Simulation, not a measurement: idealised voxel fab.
The name of this process module is voxel capacitor over wiring.
For reference, the cross-section in this document is cut, with width 240 nm and square cells of 5 nm.
This document writes a cross-section as a grid whose cells are square, and gives it as bands, listed from the top down; one or more rows of cells form a band. Heights first: top, then bottom, in nm. Then materials, left to right, each with a width in nm. "everywhere" on a single material: fills the band edge to edge. "empty": empty space. Ref level 0: as-received wafer is one material below here. Bottom band extends down with no lower bound ("0..down"). The expression "30 to 40" gives the width at the extremes of the band, the first number at its top row of cells and the second at its bottom row, with the width changing by equal amounts from each row to the next in between. Where a step carries "no modifications", the cross-section came out of it unchanged, cell for cell. Enclosed voids (no open way to top), threshold 8 cells or more, entry "Enclosed cavities", notation width x height at distance, distance from left edge, nm. It should be noted that, on the line of a given step, the content following the step's settings is a remark produced by the simulator itself with respect to that step. "overlay nm", when on a step's line for a step with a mask, measures how far to the right of its planned place the mask lay; a negative measure means to the left.
# These are the steps we planned for the process
1. RECEIVE [material Si]
2. CONFORMAL_DEP [material SiO2] [thk nm 10]
3. CONFORMAL_DEP [material SiCN] [thk nm 5]
4. DIRECTIONAL_DEP [material lowk] [thk nm 20]
5. DIRECTIONAL_DEP [material aC] [thk nm 10]
6. PATTERN [tone open] [mask id METAL_1] [material resist] [width nm 30] [pitch nm 80] [thk nm 30] [overlay nm 0]
7. DIRECTIONAL_ETCH [etch materials aC] [depth nm 10]
8. STRIP [etch materials resist]
9. DIRECTIONAL_ETCH [etch materials lowk] [depth nm 20]
10. DIRECTIONAL_ETCH [etch materials SiCN] [depth nm 5]
11. STRIP [etch materials aC]
12. CONFORMAL_DEP [material TiN] [thk nm 5]
13. FILL_DEP [material Cu] [thk nm 5]
14. CMP [height nm 35]
15. EPI [material Ru] [thk nm 5]
16. FILL_DEP [material SiCN] [thk nm 5]
17. DIRECTIONAL_DEP [material SiO2] [thk nm 20]
18. DIRECTIONAL_DEP [material aC] [thk nm 15]
19. PATTERN [tone open] [mask id PLUG_1] [material resist] [width nm 15] [thk nm 35] [overlay nm 0]
20. DIRECTIONAL_ETCH [etch materials aC] [depth nm 15]
21. STRIP [etch materials resist]
22. DIRECTIONAL_ETCH [etch materials SiO2] [depth nm 20]
23. DIRECTIONAL_ETCH [etch materials SiCN] [depth nm 5]
24. STRIP [etch materials aC]
25. EPI [material Ru] [thk nm 10]
26. EPI [material Ru] [thk nm 10]
27. EPI [material Ru] [thk nm 5]
28. DIRECTIONAL_DEP [material TiN] [thk nm 5]
29. DIRECTIONAL_DEP [material SiN] [thk nm 5]
30. DIRECTIONAL_DEP [material TiN] [thk nm 10]
31. DIRECTIONAL_DEP [material aC] [thk nm 15]
32. PATTERN [tone cover] [mask id UPPER_PLATE] [material resist] [width nm 55] [thk nm 35] [overlay nm 0]
33. DIRECTIONAL_ETCH [etch materials aC] [depth nm 15]
34. STRIP [etch materials resist]
35. DIRECTIONAL_ETCH [etch materials TiN] [depth nm 10]
36. DIRECTIONAL_ETCH [etch materials SiN] [depth nm 5]
37. STRIP [etch materials aC]
38. MASKED_ETCH [tone cover] [mask id LOWER_PLATE] [width nm 65] [etch materials TiN] [depth nm 5] [overlay nm 0]
39. FILL_DEP [material SiO2] [thk nm 15]
40. CMP [height nm 95]
41. MASKED_ETCH [tone open] [mask id PLUG_2] [width nm 15] [etch materials SiO2] [depth nm 10] [overlay nm 0]
42. CONFORMAL_DEP [material TiN] [thk nm 5]
43. FILL_DEP [material Ru] [thk nm 5]
44. CMP [height nm 95]
45. CONFORMAL_DEP [material SiN] [thk nm 5]
# The first of the two wafers, which ran as planned
# Here's what the wafer looked like in cross-section when it arrived - that's after step 1
* 0..down | Si everywhere
* Enclosed cavities: none
# After step 2, in cross-section
* 10..0 | SiO2 everywhere
* below 0: unchanged
# After step 3, in cross-section
* 15..10 | SiCN everywhere
* below 10: unchanged
# After step 4, in cross-section
* 35..15 | lowk everywhere
* below 15: unchanged
# After step 5, in cross-section
* 45..35 | aC everywhere
* below 35: unchanged
# After step 6, in cross-section
* 75..45 | 65 of resist, 30 of empty, 50 of resist, 30 of empty, 65 of resist
* below 45: unchanged
# After step 7, in cross-section
* 65..45 | 65 of resist, 30 of empty, 50 of resist, 30 of empty, 65 of resist
* 45..35 | 65 of aC, 30 of empty, 50 of aC, 30 of empty, 65 of aC
* below 35: unchanged
# After step 8, in cross-section
* 45..35 | 65 of aC, 30 of empty, 50 of aC, 30 of empty, 65 of aC
* below 35: unchanged
# After step 9, in cross-section
* 45..35 | 65 of aC, 30 of empty, 50 of aC, 30 of empty, 65 of aC
* 35..15 | 65 of lowk, 30 of empty, 50 of lowk, 30 of empty, 65 of lowk
* below 15: unchanged
# After step 10, in cross-section
* 45..35 | 65 of aC, 30 of empty, 50 of aC, 30 of empty, 65 of aC
* 35..15 | 65 of lowk, 30 of empty, 50 of lowk, 30 of empty, 65 of lowk
* 15..10 | 65 of SiCN, 30 of empty, 50 of SiCN, 30 of empty, 65 of SiCN
* below 10: unchanged
# After step 11, in cross-section
* 35..15 | 65 of lowk, 30 of empty, 50 of lowk, 30 of empty, 65 of lowk
* below 15: unchanged
# After step 12, in cross-section
* 40..35 | 70 of TiN, 20 of empty, 60 of TiN, 20 of empty, 70 of TiN
* 35..15 | 65 of lowk, 5 of TiN, 20 of empty, 5 of TiN, 50 of lowk, 5 of TiN, 20 of empty, 5 of TiN, 65 of lowk
* 15..10 | 65 of SiCN, 30 of TiN, 50 of SiCN, 30 of TiN, 65 of SiCN
* below 10: unchanged
# After step 13, in cross-section
* 45..40 | Cu everywhere
* 40..35 | 70 of TiN, 20 of Cu, 60 of TiN, 20 of Cu, 70 of TiN
* 35..15 | 65 of lowk, 5 of TiN, 20 of Cu, 5 of TiN, 50 of lowk, 5 of TiN, 20 of Cu, 5 of TiN, 65 of lowk
* below 15: unchanged
# After step 14, in cross-section
* 35..15 | 65 of lowk, 5 of TiN, 20 of Cu, 5 of TiN, 50 of lowk, 5 of TiN, 20 of Cu, 5 of TiN, 65 of lowk
* below 15: unchanged
# After step 15, in cross-section
* 40..35 | 60 of empty, 40 of Ru, 40 of empty, 40 of Ru, 60 of empty
* below 35: unchanged
# After step 16, in cross-section
* 45..40 | SiCN everywhere
* 40..35 | 60 of SiCN, 40 of Ru, 40 of SiCN, 40 of Ru, 60 of SiCN
* below 35: unchanged
# After step 17, in cross-section
* 65..45 | SiO2 everywhere
* below 45: unchanged
# After step 18, in cross-section
* 80..65 | aC everywhere
* below 65: unchanged
# After step 19, in cross-section
* 115..80 | 80 of resist, 15 of empty, 145 of resist
* below 80: unchanged
# After step 20, in cross-section
* 100..80 | 80 of resist, 15 of empty, 145 of resist
* 80..65 | 80 of aC, 15 of empty, 145 of aC
* below 65: unchanged
# After step 21, in cross-section
* 80..65 | 80 of aC, 15 of empty, 145 of aC
* below 65: unchanged
# After step 22, in cross-section
* 80..65 | 80 of aC, 15 of empty, 145 of aC
* 65..45 | 80 of SiO2, 15 of empty, 145 of SiO2
* below 45: unchanged
# After step 23, in cross-section
* 80..65 | 80 of aC, 15 of empty, 145 of aC
* 65..45 | 80 of SiO2, 15 of empty, 145 of SiO2
* 45..40 | 80 of SiCN, 15 of empty, 145 of SiCN
* below 40: unchanged
# After step 24, in cross-section
* 65..45 | 80 of SiO2, 15 of empty, 145 of SiO2
* below 45: unchanged
# After step 25, in cross-section
* 65..50 | 80 of SiO2, 15 of empty, 145 of SiO2
* 50..45 | 80 of SiO2, 15 of Ru, 145 of SiO2
* 45..40 | 80 of SiCN, 15 of Ru, 145 of SiCN
* below 40: unchanged
# After step 26, in cross-section
* 65..60 | 80 of SiO2, 15 of empty, 145 of SiO2
* 60..45 | 80 of SiO2, 15 of Ru, 145 of SiO2
* below 45: unchanged
# After step 27, in cross-section
* 65..45 | 80 of SiO2, 15 of Ru, 145 of SiO2
* below 45: unchanged
# After step 28, in cross-section
* 70..65 | TiN everywhere
* below 65: unchanged
# After step 29, in cross-section
* 75..70 | SiN everywhere
* below 70: unchanged
# After step 30, in cross-section
* 85..75 | TiN everywhere
* below 75: unchanged
# After step 31, in cross-section
* 100..85 | aC everywhere
* below 85: unchanged
# After step 32, in cross-section
* 135..100 | 80 of empty, 55 of resist, 105 of empty
* below 100: unchanged
# After step 33, in cross-section
* 120..100 | 80 of empty, 55 of resist, 105 of empty
* 100..85 | 80 of empty, 55 of aC, 105 of empty
* below 85: unchanged
# After step 34, in cross-section
* 100..85 | 80 of empty, 55 of aC, 105 of empty
* below 85: unchanged
# After step 35, in cross-section
* 100..85 | 80 of empty, 55 of aC, 105 of empty
* 85..75 | 80 of empty, 55 of TiN, 105 of empty
* below 75: unchanged
# After step 36, in cross-section
* 100..85 | 80 of empty, 55 of aC, 105 of empty
* 85..75 | 80 of empty, 55 of TiN, 105 of empty
* 75..70 | 80 of empty, 55 of SiN, 105 of empty
* below 70: unchanged
# After step 37, in cross-section
* 85..75 | 80 of empty, 55 of TiN, 105 of empty
* below 75: unchanged
# After step 38, in cross-section
* 85..75 | 80 of empty, 55 of TiN, 105 of empty
* 75..70 | 80 of empty, 55 of SiN, 105 of empty
* 70..65 | 75 of empty, 65 of TiN, 100 of empty
* below 65: unchanged
# After step 39, in cross-section
* 100..85 | SiO2 everywhere
* 85..75 | 80 of SiO2, 55 of TiN, 105 of SiO2
* 75..70 | 80 of SiO2, 55 of SiN, 105 of SiO2
* 70..65 | 75 of SiO2, 65 of TiN, 100 of SiO2
* below 65: unchanged
# After step 40, in cross-section
* 95..85 | SiO2 everywhere
* below 85: unchanged
# After step 41, in cross-section
* 95..85 | 90 of SiO2, 15 of empty, 135 of SiO2
* below 85: unchanged
# After step 42, in cross-section
* 100..95 | 95 of TiN, 5 of empty, 140 of TiN
* 95..90 | 90 of SiO2, 5 of TiN, 5 of empty, 5 of TiN, 135 of SiO2
* 90..85 | 90 of SiO2, 15 of TiN, 135 of SiO2
* below 85: unchanged
# After step 43, in cross-section
* 105..100 | Ru everywhere
* 100..95 | 95 of TiN, 5 of Ru, 140 of TiN
* 95..90 | 90 of SiO2, 5 of TiN, 5 of Ru, 5 of TiN, 135 of SiO2
* below 90: unchanged
# After step 44, in cross-section
* 95..90 | 90 of SiO2, 5 of TiN, 5 of Ru, 5 of TiN, 135 of SiO2
* below 90: unchanged
# After step 45, in cross-section
* 100..95 | SiN everywhere
* below 95: unchanged
# Second wafer, same starting conditions and recipe as the first, one mistake in executing it, nothing differs from the first up to and including step 24
# At the planned end of step 26, the second wafer in cross-section
* 65..50 | 80 of SiO2, 15 of empty, 145 of SiO2
* 50..45 | 80 of SiO2, 15 of Ru, 145 of SiO2
* 45..40 | 80 of SiCN, 15 of Ru, 145 of SiCN
* below 40: unchanged
# At the planned end of step 27, the second wafer in cross-section
* 65..55 | 80 of SiO2, 15 of empty, 145 of SiO2
* 55..45 | 80 of SiO2, 15 of Ru, 145 of SiO2
* below 45: unchanged
# At the planned end of step 28, the second wafer in cross-section
* 70..65 | 80 of TiN, 15 of empty, 145 of TiN
* 65..60 | 80 of SiO2, 15 of empty, 145 of SiO2
* 60..55 | 80 of SiO2, 15 of TiN, 145 of SiO2
* below 55: unchanged
# At the planned end of step 29, the second wafer in cross-section
* 75..70 | 80 of SiN, 15 of empty, 145 of SiN
* 70..65 | 80 of TiN, 15 of empty, 145 of TiN
* 65..60 | 80 of SiO2, 15 of SiN, 145 of SiO2
* below 60: unchanged
# At the planned end of step 30, the second wafer in cross-section
* 85..75 | 80 of TiN, 15 of empty, 145 of TiN
* 75..70 | 80 of SiN, 15 of TiN, 145 of SiN
* 70..65 | TiN everywhere
* below 65: unchanged
# At the planned end of step 31, the second wafer in cross-section
* 100..90 | 80 of aC, 15 of empty, 145 of aC
* 90..85 | aC everywhere
* 85..75 | 80 of TiN, 15 of aC, 145 of TiN
* below 75: unchanged
# At the planned end of step 32, the second wafer in cross-section
* 135..100 | 80 of empty, 55 of resist, 105 of empty
* 100..90 | 80 of aC, 15 of resist, 145 of aC
* below 90: unchanged
# At the planned end of step 33, the second wafer in cross-section
* 120..100 | 80 of empty, 55 of resist, 105 of empty
* 100..90 | 80 of empty, 15 of resist, 40 of aC, 105 of empty
* 90..85 | 80 of empty, 55 of aC, 105 of empty
* below 85: unchanged
# At the planned end of step 34, the second wafer in cross-section
* 100..90 | 95 of empty, 40 of aC, 105 of empty
* below 90: unchanged
# At the planned end of step 35, the second wafer in cross-section
* 100..90 | 95 of empty, 40 of aC, 105 of empty
* 90..85 | 80 of empty, 55 of aC, 105 of empty
* 85..75 | 80 of empty, 15 of aC, 40 of TiN, 105 of empty
* below 75: unchanged
# At the planned end of step 36, the second wafer in cross-section
* 100..90 | 95 of empty, 40 of aC, 105 of empty
* 90..85 | 80 of empty, 55 of aC, 105 of empty
* 85..75 | 80 of empty, 15 of aC, 40 of TiN, 105 of empty
* 75..70 | 80 of empty, 15 of TiN, 40 of SiN, 105 of empty
* below 70: unchanged
# At the planned end of step 37, the second wafer in cross-section
* 85..75 | 95 of empty, 40 of TiN, 105 of empty
* below 75: unchanged
# At the planned end of step 38, the second wafer in cross-section
* 85..75 | 95 of empty, 40 of TiN, 105 of empty
* 75..70 | 80 of empty, 15 of TiN, 40 of SiN, 105 of empty
* 70..65 | 75 of empty, 65 of TiN, 100 of empty
* below 65: unchanged
# At the planned end of step 39, the second wafer in cross-section
* 100..85 | SiO2 everywhere
* 85..75 | 95 of SiO2, 40 of TiN, 105 of SiO2
* 75..70 | 80 of SiO2, 15 of TiN, 40 of SiN, 105 of SiO2
* 70..65 | 75 of SiO2, 65 of TiN, 100 of SiO2
* below 65: unchanged
# At the planned end of step 40, the second wafer in cross-section
* 95..85 | SiO2 everywhere
* below 85: unchanged
# At the planned end of step 41, the second wafer in cross-section
* 95..85 | 90 of SiO2, 15 of empty, 135 of SiO2
* below 85: unchanged
# At the planned end of step 42, the second wafer in cross-section
* 100..95 | 95 of TiN, 5 of empty, 140 of TiN
* 95..90 | 90 of SiO2, 5 of TiN, 5 of empty, 5 of TiN, 135 of SiO2
* 90..85 | 90 of SiO2, 15 of TiN, 135 of SiO2
* below 85: unchanged
# At the planned end of step 43, the second wafer in cross-section
* 105..100 | Ru everywhere
* 100..95 | 95 of TiN, 5 of Ru, 140 of TiN
* 95..90 | 90 of SiO2, 5 of TiN, 5 of Ru, 5 of TiN, 135 of SiO2
* below 90: unchanged
# At the planned end of step 44, the second wafer in cross-section
* 95..90 | 90 of SiO2, 5 of TiN, 5 of Ru, 5 of TiN, 135 of SiO2
* below 90: unchanged
# At the planned end of step 45, the second wafer in cross-section
* 100..95 | SiN everywhere
* below 95: unchanged
What was the processing mistake? one step among 25 and 26 (all identical) missing; cannot tell which
Heads up, by the end the second wafer has more or fewer cells of some materials compared to the first: 6 fewer of Ru | 6 more of SiO2
